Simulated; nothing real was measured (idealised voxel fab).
process module | voxel double patterning
cross-section cut | 200 nm wide | cells 5 nm
A cross-section is a grid of square cells, given in bands from the top down. A band is one or more rows of cells.
Each band's line starts with the height of the band's top and of its bottom, in nm. Then come its materials from left to right, each with its width in nm. One material with "throughout" fills the band from edge to edge. "air" is empty space.
Height 0 is the level under which the wafer as received is all one material. The lowest band goes on downwards, as in "0 down".
A width such as "30 to 40" changes by the same amount from each row of cells to the next, from the band's top row to its bottom row.
"no change" after a step means that no cell of the cross-section changed.
closed voids: empty space of 8 cells or more with no open way to the top, each as width x height at its distance from the left edge, in nm
after a step's settings: what the simulator itself notes on the step
overlay nm, on a step with a mask: how far to the right of its planned place the mask lay; to the left if negative
plan
1 op RECEIVE | material Si
2 op CONFORMAL_DEP | material SiO2 | thk nm 10
3 op DIRECTIONAL_DEP | material W | thk nm 10
4 op DIRECTIONAL_DEP | material SiN | thk nm 10
5 op MASKED_ETCH | tone open | mask id FIRST | width nm 15 | pitch nm 50 | etch materials SiN | depth nm 10 | overlay nm 0
6 op MASKED_ETCH | tone open | mask id SECOND | width nm 15 | etch materials SiN | depth nm 10 | overlay nm 0
7 op DIRECTIONAL_ETCH | etch materials W | depth nm 10
8 op STRIP | etch materials SiN
first wafer, as planned
as received, after step 1
  0 down: Si throughout
  closed voids: none
after step 2
  10 to 0: SiO2 throughout
  below 0: unchanged
after step 3
  20 to 10: W throughout
  below 10: unchanged
after step 4
  30 to 20: SiN throughout
  below 20: unchanged
after step 5
  30 to 20: SiN 65 | air 15 | SiN 35 | air 15 | SiN 70
  below 20: unchanged
after step 6
  30 to 20: SiN 65 | air 15 | SiN 10 | air 15 | SiN 10 | air 15 | SiN 70
  below 20: unchanged
after step 7
  30 to 20: SiN 65 | air 15 | SiN 10 | air 15 | SiN 10 | air 15 | SiN 70
  20 to 10: W 65 | air 15 | W 10 | air 15 | W 10 | air 15 | W 70
  below 10: unchanged
after step 8
  20 to 10: W 65 | air 15 | W 10 | air 15 | W 10 | air 15 | W 70
  below 10: unchanged
second wafer: like start, like plan, one mistake. Through step 5 it matches the first wafer
when step 6 should have ended
  30 to 20: SiN 65 | air 15 | SiN 15 | air 15 | SiN 5 | air 15 | SiN 70
  below 20: unchanged
when step 7 should have ended
  30 to 20: SiN 65 | air 15 | SiN 15 | air 15 | SiN 5 | air 15 | SiN 70
  20 to 10: W 65 | air 15 | W 15 | air 15 | W 5 | air 15 | W 70
  below 10: unchanged
when step 8 should have ended
  20 to 10: W 65 | air 15 | W 15 | air 15 | W 5 | air 15 | W 70
  below 10: unchanged
what went wrong: step 6 ran as: op MASKED_ETCH | tone open | mask id SECOND | width nm 15 | etch materials SiN | depth nm 10 | overlay nm 5
at the end the second wafer has, in cells: as many of each material as the first, in other places
